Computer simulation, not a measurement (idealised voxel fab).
Presented below is a process module, voxel spacer lines.
It is cross-section cut that appears here, measuring 275 nm in width, its square cells being 5 nm in size.
Notation: cross-section as square-cell grid; stated in bands, top first, going down; one or more cell rows per band.
Band: top height; bottom height; in nm. Then, left to right: material with width in nm, for each material. "edge to edge": a single material spanning edge to edge. "empty": empty space.
Height reference: 0 = level under which incoming wafer is all one material. Lowest band: no bottom, runs on downward, e.g. "0..down".
When a width is written as two numbers, as in "30..40", the first number is the width in the top row of cells of the band and the second is the width in its bottom row, and the width changes by the same amount from each row to the next.
When a step is marked "remained unchanged", none of the cells in the cross-section changed during that step.
In "Trapped cavities" the enclosed voids are listed, meaning empty spaces of 8 cells or larger without any opening to the top. The form is width x height at distance, distance from the left edge, units nm.
Heads up: the bit after the settings on a step's line is the simulator's remark on that step.
Regarding "overlay nm": on a step with a mask, it is the distance the mask lay to the right of its planned place; a negative value places it to the left.
# Steps in the process plan
1. RECEIVE with material Si
2. CONFORMAL_DEP with material Al2O3, thk nm 5
3. DIRECTIONAL_DEP with material polySi, thk nm 15
4. DIRECTIONAL_DEP with material aC, thk nm 20
5. PATTERN with tone cover, mask id MANDREL, material resist, width nm 15, pitch nm 50, thk nm 25, overlay nm 0
6. DIRECTIONAL_ETCH with etch materials aC, depth nm 20
7. STRIP with etch materials resist
8. CONFORMAL_DEP with material SiO2, thk nm 10
9. DIRECTIONAL_ETCH with etch materials SiO2, depth nm 10
10. STRIP with etch materials aC
11. DIRECTIONAL_ETCH with etch materials polySi, depth nm 15
12. STRIP with etch materials SiO2
# Delivered wafer in cross-section: state after step 1
	0..down  Si edge to edge
	Trapped cavities: none
# Cross-sectional view of the first of the two wafers upon completion of the module, processed in accordance with the plan
	20..5  95 nm empty, then 10 nm polySi, then 15 nm empty, then 10 nm polySi, then 15 nm empty, then 10 nm polySi, then 15 nm empty, then 10 nm polySi, then 95 nm empty
	5..0  Al2O3 edge to edge
	0..down  Si edge to edge
	Trapped cavities: none
# End-of-module cross-section of the second wafer: identical starting point and process plan to the first, with one processing mistake
	20..5  90 nm empty, then 10 nm polySi, then 25 nm empty, then 10 nm polySi, then 5 nm empty, then 10 nm polySi, then 25 nm empty, then 10 nm polySi, then 90 nm empty
	5..0  Al2O3 edge to edge
	0..down  Si edge to edge
	Trapped cavities: none
Here's what went sideways: contrary to plan, step 5 was performed as PATTERN with tone cover, mask id MANDREL, material resist, width nm 25, pitch nm 50, thk nm 25, overlay nm 0
At the end, each material covers as many cells on the second wafer as it does on the first, though the cells it covers are elsewhere.
